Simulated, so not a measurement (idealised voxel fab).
Herein follows the process module entitled voxel fin reveal.
Cross-sectional view cut (width: 205 nm; square cell size: 5 nm).
Each cross-section below is a grid of square cells, stated as bands in top-down order, with one or more rows of cells making up each band. Look at the band entry: it leads with the top's height and the bottom's height in nm. Then it lists the materials left to right, with a width in nm for each. The word "throughout" on a single material says that material fills the band edge to edge. The word "empty" is empty space. Height is counted from the level 0, under which the received wafer is composed throughout of one material. The lowest of the bands is not closed at the bottom but continues downward, in the notation "0 nm and below". Read "30..40" as a graded width: first number on top, second number at the bottom, same change between each pair of neighbouring rows. "no change" -> step changed no cross-section cell. Voids not open to the top, 8 cells minimum: see "Tabulated closed voids". Written width x height at distance; distance is from the left edge; nm. Note: text after step settings on the step line = simulator remark on that step. "overlay nm" answers the question of how far to the right of plan the mask lay on a step that has a mask, and when it is negative the answer is to the left. Pairs ahead. Before: cross-section ahead of one process step. After: cross-section once the step is done, shown to the lowest changed band only. Under each pair: that step, with settings. Caution: pairs may come from different runs of this module on the same starting wafer; a pair follows the pair above only where its "Pre-process cross-section" entry says so.
PRE-PROCESS CROSS-SECTION
- 0 nm and below: Si throughout
- Tabulated closed voids: none
SECTIONAL RESULT
- 5 nm to 0 nm: SiN throughout
- Below a height of 0, the structure has not been altered.
- Tabulated closed voids: none
Between the cross-sections above, the step performed was CONFORMAL_DEP,material SiN,thk nm 5
Pre-process cross-section: we pick up right where the pair above leaves off, with its after cross-section.
SECTIONAL RESULT
- 20 nm to 5 nm: aC throughout
- Below a height of 5, the structure has not been altered.
- Tabulated closed voids: none
Between the cross-sections above, the step performed was DIRECTIONAL_DEP,material aC,thk nm 15
Pre-process cross-section: we pick up right where the pair above leaves off, with its after cross-section.
SECTIONAL RESULT
- 50 nm to 20 nm: 55 nm empty  15 nm resist  25 nm empty  15 nm resist  25 nm empty  15 nm resist  55 nm empty
- Below a height of 20, the structure has not been altered.
- Tabulated closed voids: none
Between the cross-sections above, the step performed was PATTERN,tone cover,mask id FINS,material resist,width nm 15,pitch nm 40,thk nm 30,overlay nm 0
Pre-process cross-section: we pick up right where the pair above leaves off, with its after cross-section.
SECTIONAL RESULT
- 35 nm to 20 nm: 55 nm empty  15 nm resist  25 nm empty  15 nm resist  25 nm empty  15 nm resist  55 nm empty
- 20 nm to 5 nm: 55 nm empty  15 nm aC  25 nm empty  15 nm aC  25 nm empty  15 nm aC  55 nm empty
- Below a height of 5, the structure has not been altered.
- Tabulated closed voids: none
Between the cross-sections above, the step performed was DIRECTIONAL_ETCH,etch materials aC,depth nm 15
Pre-process cross-section: we pick up right where the pair above leaves off, with its after cross-section.
SECTIONAL RESULT
- 20 nm to 5 nm: 55 nm empty  15 nm aC  25 nm empty  15 nm aC  25 nm empty  15 nm aC  55 nm empty
- Below a height of 5, the structure has not been altered.
- Tabulated closed voids: none
Between the cross-sections above, the step performed was STRIP,etch materials resist
Pre-process cross-section: we pick up right where the pair above leaves off, with its after cross-section.
SECTIONAL RESULT
- 20 nm to 5 nm: 55 nm empty  15 nm aC  25 nm empty  15 nm aC  25 nm empty  15 nm aC  55 nm empty
- 5 nm to 0 nm: 55 nm empty  15 nm SiN  25 nm empty  15 nm SiN  25 nm empty  15 nm SiN  55 nm empty
- Below a height of 0, the structure has not been altered.
- Tabulated closed voids: none
Between the cross-sections above, the step performed was DIRECTIONAL_ETCH,etch materials SiN,depth nm 5
Pre-process cross-section: we pick up right where the pair above leaves off, with its after cross-section.
SECTIONAL RESULT
- 20 nm to 5 nm: 55 nm empty  15 nm aC  25 nm empty  15 nm aC  25 nm empty  15 nm aC  55 nm empty
- 5 nm to 0 nm: 55 nm empty  15 nm SiN  25 nm empty  15 nm SiN  25 nm empty  15 nm SiN  55 nm empty
- 0 nm to -40 nm: 55 nm empty  15 nm Si  25 nm empty  15 nm Si  25 nm empty  15 nm Si  55 nm empty
- Below a height of -40, the structure has not been altered.
- Tabulated closed voids: none
Between the cross-sections above, the step performed was DIRECTIONAL_ETCH,etch materials Si,depth nm 40
Pre-process cross-section: we pick up right where the pair above leaves off, with its after cross-section.
SECTIONAL RESULT
- 5 nm to 0 nm: 55 nm empty  15 nm SiN  25 nm empty  15 nm SiN  25 nm empty  15 nm SiN  55 nm empty
- Below a height of 0, the structure has not been altered.
- Tabulated closed voids: none
Between the cross-sections above, the step performed was STRIP,etch materials aC
Pre-process cross-section: we pick up right where the pair above leaves off, with its after cross-section.
SECTIONAL RESULT
- 5 nm to 0 nm: 55 nm empty  15 nm SiN  25 nm empty  15 nm SiN  25 nm empty  15 nm SiN  55 nm empty
- 0 nm to -40 nm: 55 nm empty  5 nm SiO2  5 nm Si  5 nm SiO2  25 nm empty  5 nm SiO2  5 nm Si  5 nm SiO2  25 nm empty  5 nm SiO2  5 nm Si  5 nm SiO2  55 nm empty
- -40 nm to -45 nm: 60 nm SiO2  5 nm Si  35 nm SiO2  5 nm Si  35 nm SiO2  5 nm Si  60 nm SiO2
- Below a height of -45, the structure has not been altered.
- Tabulated closed voids: none
Between the cross-sections above, the step performed was OXIDIZE,depth nm 5
Pre-process cross-section: we pick up right where the pair above leaves off, with its after cross-section.
SECTIONAL RESULT
- 20 nm to 5 nm: SiO2 throughout
- 5 nm to 0 nm: 55 nm SiO2  15 nm SiN  25 nm SiO2  15 nm SiN  25 nm SiO2  15 nm SiN  55 nm SiO2
- 0 nm to -45 nm: 60 nm SiO2  5 nm Si  35 nm SiO2  5 nm Si  35 nm SiO2  5 nm Si  60 nm SiO2
- Below a height of -45, the structure has not been altered.
- Tabulated closed voids: none
Between the cross-sections above, the step performed was FILL_DEP,material SiO2,thk nm 15
Pre-process cross-section: we pick up right where the pair above leaves off, with its after cross-section.
SECTIONAL RESULT
- 5 nm to 0 nm: 55 nm SiO2  15 nm SiN  25 nm SiO2  15 nm SiN  25 nm SiO2  15 nm SiN  55 nm SiO2
- Below a height of 0, the structure has not been altered.
- Tabulated closed voids: none
Between the cross-sections above, the step performed was CMP,height nm 5
Pre-process cross-section: we pick up right where the pair above leaves off, with its after cross-section.
SECTIONAL RESULT
- 5 nm to 0 nm: 55 nm empty  15 nm SiN  25 nm empty  15 nm SiN  25 nm empty  15 nm SiN  55 nm empty
- 0 nm to -25 nm: 60 nm empty  5 nm Si  35 nm empty  5 nm Si  35 nm empty  5 nm Si  60 nm empty
- Below a height of -25, the structure has not been altered.
- Tabulated closed voids: none
Between the cross-sections above, the step performed was SELECTIVE_ETCH,etch materials SiO2,depth nm 30
Pre-process cross-section: we pick up right where the pair above leaves off, with its after cross-section.
SECTIONAL RESULT
- 0 nm to -25 nm: 60 nm empty  5 nm Si  35 nm empty  5 nm Si  35 nm empty  5 nm Si  60 nm empty
- Below a height of -25, the structure has not been altered.
- Tabulated closed voids: none
Between the cross-sections above, the step performed was STRIP,etch materials SiN
Pre-process cross-section: we pick up right where the pair above leaves off, with its after cross-section.
SECTIONAL RESULT
- 5 nm to 0 nm: 55 nm empty  15 nm HfO2  25 nm empty  15 nm HfO2  25 nm empty  15 nm HfO2  55 nm empty
- 0 nm to -20 nm: 55 nm empty  5 nm HfO2  5 nm Si  5 nm HfO2  25 nm empty  5 nm HfO2  5 nm Si  5 nm HfO2  25 nm empty  5 nm HfO2  5 nm Si  5 nm HfO2  55 nm empty
- -20 nm to -25 nm: 60 nm HfO2  5 nm Si  35 nm HfO2  5 nm Si  35 nm HfO2  5 nm Si  60 nm HfO2
- Below a height of -25, the structure has not been altered.
- Tabulated closed voids: none
Between the cross-sections above, the step performed was CONFORMAL_DEP,material HfO2,thk nm 5
PRE-PROCESS CROSS-SECTION
- 20 nm to 5 nm: SiO2 throughout
- 5 nm to 0 nm: 55 nm SiO2  15 nm SiN  25 nm SiO2  15 nm SiN  25 nm SiO2  15 nm SiN  55 nm SiO2
- 0 nm to -45 nm: 60 nm SiO2  5 nm Si  35 nm SiO2  5 nm Si  35 nm SiO2  5 nm Si  60 nm SiO2
- -45 nm and below: Si throughout
- Tabulated closed voids: none
SECTIONAL RESULT
- 5 nm to 0 nm: 55 nm empty  15 nm SiN  25 nm empty  15 nm SiN  25 nm empty  15 nm SiN  55 nm empty
- 0 nm to -10 nm: 60 nm empty  5 nm Si  35 nm empty  5 nm Si  35 nm empty  5 nm Si  60 nm empty
- Below a height of -10, the structure has not been altered.
- Tabulated closed voids: none
Between the cross-sections above, the step performed was SELECTIVE_ETCH,etch materials SiO2,depth nm 30
Pre-process cross-section: we pick up right where the pair above leaves off, with its after cross-section.
SECTIONAL RESULT
- 0 nm to -10 nm: 60 nm empty  5 nm Si  35 nm empty  5 nm Si  35 nm empty  5 nm Si  60 nm empty
- Below a height of -10, the structure has not been altered.
- Tabulated closed voids: none
Between the cross-sections above, the step performed was STRIP,etch materials SiN
Pre-process cross-section: we pick up right where the pair above leaves off, with its after cross-section.
SECTIONAL RESULT
- 5 nm to 0 nm: 55 nm empty  15 nm HfO2  25 nm empty  15 nm HfO2  25 nm empty  15 nm HfO2  55 nm empty
- 0 nm to -5 nm: 55 nm empty  5 nm HfO2  5 nm Si  5 nm HfO2  25 nm empty  5 nm HfO2  5 nm Si  5 nm HfO2  25 nm empty  5 nm HfO2  5 nm Si  5 nm HfO2  55 nm empty
- -5 nm to -10 nm: 60 nm HfO2  5 nm Si  35 nm HfO2  5 nm Si  35 nm HfO2  5 nm Si  60 nm HfO2
- Below a height of -10, the structure has not been altered.
- Tabulated closed voids: none
Between the cross-sections above, the step performed was CONFORMAL_DEP,material HfO2,thk nm 5
PRE-PROCESS CROSS-SECTION
- 5 nm to 0 nm: 55 nm empty  15 nm SiN  25 nm empty  15 nm SiN  25 nm empty  15 nm SiN  55 nm empty
- 0 nm to -25 nm: 60 nm empty  5 nm Si  35 nm empty  5 nm Si  35 nm empty  5 nm Si  60 nm empty
- -25 nm to -45 nm: 60 nm SiO2  5 nm Si  35 nm SiO2  5 nm Si  35 nm SiO2  5 nm Si  60 nm SiO2
- -45 nm and below: Si throughout
- Tabulated closed voids: none
SECTIONAL RESULT
- 5 nm to 0 nm: 55 nm empty  15 nm SiN  25 nm empty  15 nm SiN  25 nm empty  15 nm SiN  55 nm empty
- 0 nm to -45 nm: 60 nm empty  5 nm Si  35 nm empty  5 nm Si  35 nm empty  5 nm Si  60 nm empty
- Below a height of -45, the structure has not been altered.
- Tabulated closed voids: none
Between the cross-sections above, the step performed was SELECTIVE_ETCH,etch materials SiO2,depth nm 30
Pre-process cross-section: we pick up right where the pair above leaves off, with its after cross-section.
SECTIONAL RESULT
- 0 nm to -45 nm: 60 nm empty  5 nm Si  35 nm empty  5 nm Si  35 nm empty  5 nm Si  60 nm empty
- Below a height of -45, the structure has not been altered.
- Tabulated closed voids: none
Between the cross-sections above, the step performed was STRIP,etch materials SiN
Pre-process cross-section: we pick up right where the pair above leaves off, with its after cross-section.
SECTIONAL RESULT
- 5 nm to 0 nm: 55 nm empty  15 nm HfO2  25 nm empty  15 nm HfO2  25 nm empty  15 nm HfO2  55 nm empty
- 0 nm to -40 nm: 55 nm empty  5 nm HfO2  5 nm Si  5 nm HfO2  25 nm empty  5 nm HfO2  5 nm Si  5 nm HfO2  25 nm empty  5 nm HfO2  5 nm Si  5 nm HfO2  55 nm empty
- -40 nm to -45 nm: 60 nm HfO2  5 nm Si  35 nm HfO2  5 nm Si  35 nm HfO2  5 nm Si  60 nm HfO2
- Below a height of -45, the structure has not been altered.
- Tabulated closed voids: none
Between the cross-sections above, the step performed was CONFORMAL_DEP,material HfO2,thk nm 5
PRE-PROCESS CROSS-SECTION
- 5 nm to 0 nm: 55 nm SiO2  15 nm SiN  25 nm SiO2  15 nm SiN  25 nm SiO2  15 nm SiN  55 nm SiO2
- 0 nm to -45 nm: 60 nm SiO2  5 nm Si  35 nm SiO2  5 nm Si  35 nm SiO2  5 nm Si  60 nm SiO2
- -45 nm and below: Si throughout
- Tabulated closed voids: none
SECTIONAL RESULT
- 5 nm to 0 nm: 55 nm SiO2  15 nm empty  25 nm SiO2  15 nm empty  25 nm SiO2  15 nm empty  55 nm SiO2
- Below a height of 0, the structure has not been altered.
- Tabulated closed voids: none
Between the cross-sections above, the step performed was STRIP,etch materials SiN
Pre-process cross-section: we pick up right where the pair above leaves off, with its after cross-section.
SECTIONAL RESULT
- 0 nm to -25 nm: 60 nm empty  5 nm Si  35 nm empty  5 nm Si  35 nm empty  5 nm Si  60 nm empty
- -25 nm to -30 nm: 25 nm SiO2  35 nm empty  5 nm Si  35 nm empty  5 nm Si  35 nm empty  5 nm Si  35 nm empty  25 nm SiO2
- Below a height of -30, the structure has not been altered.
- Tabulated closed voids: none
Between the cross-sections above, the step performed was SELECTIVE_ETCH,etch materials SiO2,depth nm 30
Pre-process cross-section: we pick up right where the pair above leaves off, with its after cross-section.
SECTIONAL RESULT
- 5 nm to 0 nm: 55 nm empty  15 nm HfO2  25 nm empty  15 nm HfO2  25 nm empty  15 nm HfO2  55 nm empty
- 0 nm to -20 nm: 55 nm empty  5 nm HfO2  5 nm Si  5 nm HfO2  25 nm empty  5 nm HfO2  5 nm Si  5 nm HfO2  25 nm empty  5 nm HfO2  5 nm Si  5 nm HfO2  55 nm empty
- -20 nm to -25 nm: 30 nm HfO2  25 nm empty  5 nm HfO2  5 nm Si  5 nm HfO2  25 nm empty  5 nm HfO2  5 nm Si  5 nm HfO2  25 nm empty  5 nm HfO2  5 nm Si  5 nm HfO2  25 nm empty  30 nm HfO2
- -25 nm to -30 nm: 25 nm SiO2  35 nm HfO2  5 nm Si  35 nm HfO2  5 nm Si  35 nm HfO2  5 nm Si  35 nm HfO2  25 nm SiO2
- Below a height of -30, the structure has not been altered.
- Tabulated closed voids: none
Between the cross-sections above, the step performed was CONFORMAL_DEP,material HfO2,thk nm 5
PRE-PROCESS CROSS-SECTION
- 0 nm to -25 nm: 60 nm empty  5 nm Si  35 nm empty  5 nm Si  35 nm empty  5 nm Si  60 nm empty
- -25 nm to -45 nm: 60 nm SiO2  5 nm Si  35 nm SiO2  5 nm Si  35 nm SiO2  5 nm Si  60 nm SiO2
- -45 nm and below: Si throughout
- Tabulated closed voids: none
SECTIONAL RESULT
- 15 nm to 0 nm: 45 nm empty  35 nm HfO2  5 nm empty  35 nm HfO2  5 nm empty  35 nm HfO2  45 nm empty
- 0 nm to -10 nm: 45 nm empty  15 nm HfO2  5 nm Si  15 nm HfO2  5 nm empty  15 nm HfO2  5 nm Si  15 nm HfO2  5 nm empty  15 nm HfO2  5 nm Si  15 nm HfO2  45 nm empty
- -10 nm to -25 nm: 60 nm HfO2  5 nm Si  35 nm HfO2  5 nm Si  35 nm HfO2  5 nm Si  60 nm HfO2
- Below a height of -25, the structure has not been altered.
- Tabulated closed voids: none
Between the cross-sections above, the step performed was CONFORMAL_DEP,material HfO2,thk nm 15
PRE-PROCESS CROSS-SECTION
- 20 nm to 5 nm: aC throughout
- 5 nm to 0 nm: SiN throughout
- 0 nm and below: Si throughout
- Tabulated closed voids: none
SECTIONAL RESULT
- 50 nm to 20 nm: 50 nm empty  25 nm resist  15 nm empty  25 nm resist  15 nm empty  25 nm resist  50 nm empty
- Below a height of 20, the structure has not been altered.
- Tabulated closed voids: none
Between the cross-sections above, the step performed was PATTERN,tone cover,mask id FINS,material resist,width nm 25,pitch nm 40,thk nm 30,overlay nm 0
Pre-process cross-section: we pick up right where the pair above leaves off, with its after cross-section.
SECTIONAL RESULT
- 35 nm to 20 nm: 50 nm empty  25 nm resist  15 nm empty  25 nm resist  15 nm empty  25 nm resist  50 nm empty
- 20 nm to 5 nm: 50 nm empty  25 nm aC  15 nm empty  25 nm aC  15 nm empty  25 nm aC  50 nm empty
- Below a height of 5, the structure has not been altered.
- Tabulated closed voids: none
Between the cross-sections above, the step performed was DIRECTIONAL_ETCH,etch materials aC,depth nm 15
Pre-process cross-section: we pick up right where the pair above leaves off, with its after cross-section.
SECTIONAL RESULT
- 20 nm to 5 nm: 50 nm empty  25 nm aC  15 nm empty  25 nm aC  15 nm empty  25 nm aC  50 nm empty
- Below a height of 5, the structure has not been altered.
- Tabulated closed voids: none
Between the cross-sections above, the step performed was STRIP,etch materials resist
Pre-process cross-section: we pick up right where the pair above leaves off, with its after cross-section.
SECTIONAL RESULT
- 20 nm to 5 nm: 50 nm empty  25 nm aC  15 nm empty  25 nm aC  15 nm empty  25 nm aC  50 nm empty
- 5 nm to 0 nm: 50 nm empty  25 nm SiN  15 nm empty  25 nm SiN  15 nm empty  25 nm SiN  50 nm empty
- Below a height of 0, the structure has not been altered.
- Tabulated closed voids: none
Between the cross-sections above, the step performed was DIRECTIONAL_ETCH,etch materials SiN,depth nm 5
Pre-process cross-section: we pick up right where the pair above leaves off, with its after cross-section.
SECTIONAL RESULT
- 20 nm to 5 nm: 50 nm empty  25 nm aC  15 nm empty  25 nm aC  15 nm empty  25 nm aC  50 nm empty
- 5 nm to 0 nm: 50 nm empty  25 nm SiN  15 nm empty  25 nm SiN  15 nm empty  25 nm SiN  50 nm empty
- 0 nm to -40 nm: 50 nm empty  25 nm Si  15 nm empty  25 nm Si  15 nm empty  25 nm Si  50 nm empty
- Below a height of -40, the structure has not been altered.
- Tabulated closed voids: none
Between the cross-sections above, the step performed was DIRECTIONAL_ETCH,etch materials Si,depth nm 40
Pre-process cross-section: we pick up right where the pair above leaves off, with its after cross-section.
SECTIONAL RESULT
- 5 nm to 0 nm: 50 nm empty  25 nm SiN  15 nm empty  25 nm SiN  15 nm empty  25 nm SiN  50 nm empty
- Below a height of 0, the structure has not been altered.
- Tabulated closed voids: none
Between the cross-sections above, the step performed was STRIP,etch materials aC
Pre-process cross-section: we pick up right where the pair above leaves off, with its after cross-section.
SECTIONAL RESULT
- 5 nm to 0 nm: 50 nm empty  25 nm SiN  15 nm empty  25 nm SiN  15 nm empty  25 nm SiN  50 nm empty
- 0 nm to -40 nm: 50 nm empty  5 nm SiO2  15 nm Si  5 nm SiO2  15 nm empty  5 nm SiO2  15 nm Si  5 nm SiO2  15 nm empty  5 nm SiO2  15 nm Si  5 nm SiO2  50 nm empty
- -40 nm to -45 nm: 55 nm SiO2  15 nm Si  25 nm SiO2  15 nm Si  25 nm SiO2  15 nm Si  55 nm SiO2
- Below a height of -45, the structure has not been altered.
- Tabulated closed voids: none
Between the cross-sections above, the step performed was OXIDIZE,depth nm 5
Pre-process cross-section: we pick up right where the pair above leaves off, with its after cross-section.
SECTIONAL RESULT
- 20 nm to 5 nm: SiO2 throughout
- 5 nm to 0 nm: 50 nm SiO2  25 nm SiN  15 nm SiO2  25 nm SiN  15 nm SiO2  25 nm SiN  50 nm SiO2
- 0 nm to -45 nm: 55 nm SiO2  15 nm Si  25 nm SiO2  15 nm Si  25 nm SiO2  15 nm Si  55 nm SiO2
- Below a height of -45, the structure has not been altered.
- Tabulated closed voids: none
Between the cross-sections above, the step performed was FILL_DEP,material SiO2,thk nm 15
Pre-process cross-section: we pick up right where the pair above leaves off, with its after cross-section.
SECTIONAL RESULT
- 5 nm to 0 nm: 50 nm SiO2  25 nm SiN  15 nm SiO2  25 nm SiN  15 nm SiO2  25 nm SiN  50 nm SiO2
- Below a height of 0, the structure has not been altered.
- Tabulated closed voids: none
Between the cross-sections above, the step performed was CMP,height nm 5
Pre-process cross-section: we pick up right where the pair above leaves off, with its after cross-section.
SECTIONAL RESULT
- 5 nm to 0 nm: 50 nm empty  25 nm SiN  15 nm empty  25 nm SiN  15 nm empty  25 nm SiN  50 nm empty
- 0 nm to -25 nm: 55 nm empty  15 nm Si  25 nm empty  15 nm Si  25 nm empty  15 nm Si  55 nm empty
- Below a height of -25, the structure has not been altered.
- Tabulated closed voids: none
Between the cross-sections above, the step performed was SELECTIVE_ETCH,etch materials SiO2,depth nm 30
Pre-process cross-section: we pick up right where the pair above leaves off, with its after cross-section.
SECTIONAL RESULT
- 0 nm to -25 nm: 55 nm empty  15 nm Si  25 nm empty  15 nm Si  25 nm empty  15 nm Si  55 nm empty
- Below a height of -25, the structure has not been altered.
- Tabulated closed voids: none
Between the cross-sections above, the step performed was STRIP,etch materials SiN
Pre-process cross-section: we pick up right where the pair above leaves off, with its after cross-section.
SECTIONAL RESULT
- 5 nm to 0 nm: 50 nm empty  25 nm HfO2  15 nm empty  25 nm HfO2  15 nm empty  25 nm HfO2  50 nm empty
- 0 nm to -20 nm: 50 nm empty  5 nm HfO2  15 nm Si  5 nm HfO2  15 nm empty  5 nm HfO2  15 nm Si  5 nm HfO2  15 nm empty  5 nm HfO2  15 nm Si  5 nm HfO2  50 nm empty
- -20 nm to -25 nm: 55 nm HfO2  15 nm Si  25 nm HfO2  15 nm Si  25 nm HfO2  15 nm Si  55 nm HfO2
- Below a height of -25, the structure has not been altered.
- Tabulated closed voids: none
Between the cross-sections above, the step performed was CONFORMAL_DEP,material HfO2,thk nm 5
PRE-PROCESS CROSS-SECTION
- 20 nm to 5 nm: aC throughout
- 5 nm to 0 nm: SiN throughout
- 0 nm and below: Si throughout
- Tabulated closed voids: none
SECTIONAL RESULT
- 50 nm to 20 nm: 65 nm empty  15 nm resist  25 nm empty  15 nm resist  25 nm empty  15 nm resist  45 nm empty
- Below a height of 20, the structure has not been altered.
- Tabulated closed voids: none
Between the cross-sections above, the step performed was PATTERN,tone cover,mask id FINS,material resist,width nm 15,pitch nm 40,thk nm 30,overlay nm 10
Pre-process cross-section: we pick up right where the pair above leaves off, with its after cross-section.
SECTIONAL RESULT
- 35 nm to 20 nm: 65 nm empty  15 nm resist  25 nm empty  15 nm resist  25 nm empty  15 nm resist  45 nm empty
- 20 nm to 5 nm: 65 nm empty  15 nm aC  25 nm empty  15 nm aC  25 nm empty  15 nm aC  45 nm empty
- Below a height of 5, the structure has not been altered.
- Tabulated closed voids: none
Between the cross-sections above, the step performed was DIRECTIONAL_ETCH,etch materials aC,depth nm 15
Pre-process cross-section: we pick up right where the pair above leaves off, with its after cross-section.
SECTIONAL RESULT
- 20 nm to 5 nm: 65 nm empty  15 nm aC  25 nm empty  15 nm aC  25 nm empty  15 nm aC  45 nm empty
- Below a height of 5, the structure has not been altered.
- Tabulated closed voids: none
Between the cross-sections above, the step performed was STRIP,etch materials resist
Pre-process cross-section: we pick up right where the pair above leaves off, with its after cross-section.
SECTIONAL RESULT
- 20 nm to 5 nm: 65 nm empty  15 nm aC  25 nm empty  15 nm aC  25 nm empty  15 nm aC  45 nm empty
- 5 nm to 0 nm: 65 nm empty  15 nm SiN  25 nm empty  15 nm SiN  25 nm empty  15 nm SiN  45 nm empty
- Below a height of 0, the structure has not been altered.
- Tabulated closed voids: none
Between the cross-sections above, the step performed was DIRECTIONAL_ETCH,etch materials SiN,depth nm 5
Pre-process cross-section: we pick up right where the pair above leaves off, with its after cross-section.
SECTIONAL RESULT
- 20 nm to 5 nm: 65 nm empty  15 nm aC  25 nm empty  15 nm aC  25 nm empty  15 nm aC  45 nm empty
- 5 nm to 0 nm: 65 nm empty  15 nm SiN  25 nm empty  15 nm SiN  25 nm empty  15 nm SiN  45 nm empty
- 0 nm to -40 nm: 65 nm empty  15 nm Si  25 nm empty  15 nm Si  25 nm empty  15 nm Si  45 nm empty
- Below a height of -40, the structure has not been altered.
- Tabulated closed voids: none
Between the cross-sections above, the step performed was DIRECTIONAL_ETCH,etch materials Si,depth nm 40
Pre-process cross-section: we pick up right where the pair above leaves off, with its after cross-section.
SECTIONAL RESULT
- 5 nm to 0 nm: 65 nm empty  15 nm SiN  25 nm empty  15 nm SiN  25 nm empty  15 nm SiN  45 nm empty
- Below a height of 0, the structure has not been altered.
- Tabulated closed voids: none
Between the cross-sections above, the step performed was STRIP,etch materials aC
Pre-process cross-section: we pick up right where the pair above leaves off, with its after cross-section.
SECTIONAL RESULT
- 5 nm to 0 nm: 65 nm empty  15 nm SiN  25 nm empty  15 nm SiN  25 nm empty  15 nm SiN  45 nm empty
- 0 nm to -40 nm: 65 nm empty  5 nm SiO2  5 nm Si  5 nm SiO2  25 nm empty  5 nm SiO2  5 nm Si  5 nm SiO2  25 nm empty  5 nm SiO2  5 nm Si  5 nm SiO2  45 nm empty
- -40 nm to -45 nm: 70 nm SiO2  5 nm Si  35 nm SiO2  5 nm Si  35 nm SiO2  5 nm Si  50 nm SiO2
- Below a height of -45, the structure has not been altered.
- Tabulated closed voids: none
Between the cross-sections above, the step performed was OXIDIZE,depth nm 5
Pre-process cross-section: we pick up right where the pair above leaves off, with its after cross-section.
SECTIONAL RESULT
- 20 nm to 5 nm: SiO2 throughout
- 5 nm to 0 nm: 65 nm SiO2  15 nm SiN  25 nm SiO2  15 nm SiN  25 nm SiO2  15 nm SiN  45 nm SiO2
- 0 nm to -45 nm: 70 nm SiO2  5 nm Si  35 nm SiO2  5 nm Si  35 nm SiO2  5 nm Si  50 nm SiO2
- Below a height of -45, the structure has not been altered.
- Tabulated closed voids: none
Between the cross-sections above, the step performed was FILL_DEP,material SiO2,thk nm 15
Pre-process cross-section: we pick up right where the pair above leaves off, with its after cross-section.
SECTIONAL RESULT
- 5 nm to 0 nm: 65 nm SiO2  15 nm SiN  25 nm SiO2  15 nm SiN  25 nm SiO2  15 nm SiN  45 nm SiO2
- Below a height of 0, the structure has not been altered.
- Tabulated closed voids: none
Between the cross-sections above, the step performed was CMP,height nm 5
Pre-process cross-section: we pick up right where the pair above leaves off, with its after cross-section.
SECTIONAL RESULT
- 5 nm to 0 nm: 65 nm empty  15 nm SiN  25 nm empty  15 nm SiN  25 nm empty  15 nm SiN  45 nm empty
- 0 nm to -25 nm: 70 nm empty  5 nm Si  35 nm empty  5 nm Si  35 nm empty  5 nm Si  50 nm empty
- Below a height of -25, the structure has not been altered.
- Tabulated closed voids: none
Between the cross-sections above, the step performed was SELECTIVE_ETCH,etch materials SiO2,depth nm 30
Pre-process cross-section: we pick up right where the pair above leaves off, with its after cross-section.
SECTIONAL RESULT
- 0 nm to -25 nm: 70 nm empty  5 nm Si  35 nm empty  5 nm Si  35 nm empty  5 nm Si  50 nm empty
- Below a height of -25, the structure has not been altered.
- Tabulated closed voids: none
Between the cross-sections above, the step performed was STRIP,etch materials SiN
Pre-process cross-section: we pick up right where the pair above leaves off, with its after cross-section.
SECTIONAL RESULT
- 5 nm to 0 nm: 65 nm empty  15 nm HfO2  25 nm empty  15 nm HfO2  25 nm empty  15 nm HfO2  45 nm empty
- 0 nm to -20 nm: 65 nm empty  5 nm HfO2  5 nm Si  5 nm HfO2  25 nm empty  5 nm HfO2  5 nm Si  5 nm HfO2  25 nm empty  5 nm HfO2  5 nm Si  5 nm HfO2  45 nm empty
- -20 nm to -25 nm: 70 nm HfO2  5 nm Si  35 nm HfO2  5 nm Si  35 nm HfO2  5 nm Si  50 nm HfO2
- Below a height of -25, the structure has not been altered.
- Tabulated closed voids: none
Between the cross-sections above, the step performed was CONFORMAL_DEP,material HfO2,thk nm 5
PRE-PROCESS CROSS-SECTION
- 5 nm to 0 nm: 55 nm empty  15 nm SiN  25 nm empty  15 nm SiN  25 nm empty  15 nm SiN  55 nm empty
- 0 nm to -40 nm: 55 nm empty  5 nm SiO2  5 nm Si  5 nm SiO2  25 nm empty  5 nm SiO2  5 nm Si  5 nm SiO2  25 nm empty  5 nm SiO2  5 nm Si  5 nm SiO2  55 nm empty
- -40 nm to -45 nm: 60 nm SiO2  5 nm Si  35 nm SiO2  5 nm Si  35 nm SiO2  5 nm Si  60 nm SiO2
- -45 nm and below: Si throughout
- Tabulated closed voids: none
SECTIONAL RESULT
- 20 nm to 0 nm: SiN throughout
- 0 nm to -40 nm: 55 nm SiN  5 nm SiO2  5 nm Si  5 nm SiO2  25 nm SiN  5 nm SiO2  5 nm Si  5 nm SiO2  25 nm SiN  5 nm SiO2  5 nm Si  5 nm SiO2  55 nm SiN
- Below a height of -40, the structure has not been altered.
- Tabulated closed voids: none
Between the cross-sections above, the step performed was FILL_DEP,material SiN,thk nm 15
Pre-process cross-section: we pick up right where the pair above leaves off, with its after cross-section.
SECTIONAL RESULT
- 5 nm to 0 nm: SiN throughout
- Below a height of 0, the structure has not been altered.
- Tabulated closed voids: none
Between the cross-sections above, the step performed was CMP,height nm 5
Pre-process cross-section: we pick up right where the pair above leaves off, with its after cross-section.
SECTIONAL RESULT
- 0 nm to -40 nm: 55 nm empty  5 nm SiO2  5 nm Si  5 nm SiO2  25 nm empty  5 nm SiO2  5 nm Si  5 nm SiO2  25 nm empty  5 nm SiO2  5 nm Si  5 nm SiO2  55 nm empty
- Below a height of -40, the structure has not been altered.
- Tabulated closed voids: none
Between the cross-sections above, the step performed was STRIP,etch materials SiN
Pre-process cross-section: we pick up right where the pair above leaves off, with its after cross-section.
SECTIONAL RESULT
- 5 nm to 0 nm: 50 nm empty  25 nm HfO2  15 nm empty  25 nm HfO2  15 nm empty  25 nm HfO2  50 nm empty
- 0 nm to -35 nm: 50 nm empty  5 nm HfO2  5 nm SiO2  5 nm Si  5 nm SiO2  5 nm HfO2  15 nm empty  5 nm HfO2  5 nm SiO2  5 nm Si  5 nm SiO2  5 nm HfO2  15 nm empty  5 nm HfO2  5 nm SiO2  5 nm Si  5 nm SiO2  5 nm HfO2  50 nm empty
- -35 nm to -40 nm: 55 nm HfO2  5 nm SiO2  5 nm Si  5 nm SiO2  25 nm HfO2  5 nm SiO2  5 nm Si  5 nm SiO2  25 nm HfO2  5 nm SiO2  5 nm Si  5 nm SiO2  55 nm HfO2
- Below a height of -40, the structure has not been altered.
- Tabulated closed voids: none
Between the cross-sections above, the step performed was CONFORMAL_DEP,material HfO2,thk nm 5
PRE-PROCESS CROSS-SECTION
- 20 nm to 5 nm: aC throughout
- 5 nm to 0 nm: SiN throughout
- 0 nm and below: Si throughout
- Tabulated closed voids: none
SECTIONAL RESULT
- 50 nm to 20 nm: 55 nm resist  15 nm empty  25 nm resist  15 nm empty  25 nm resist  15 nm empty  55 nm resist
- Below a height of 20, the structure has not been altered.
- Tabulated closed voids: none
Between the cross-sections above, the step performed was PATTERN,tone open,mask id FINS,material resist,width nm 15,pitch nm 40,thk nm 30,overlay nm 0
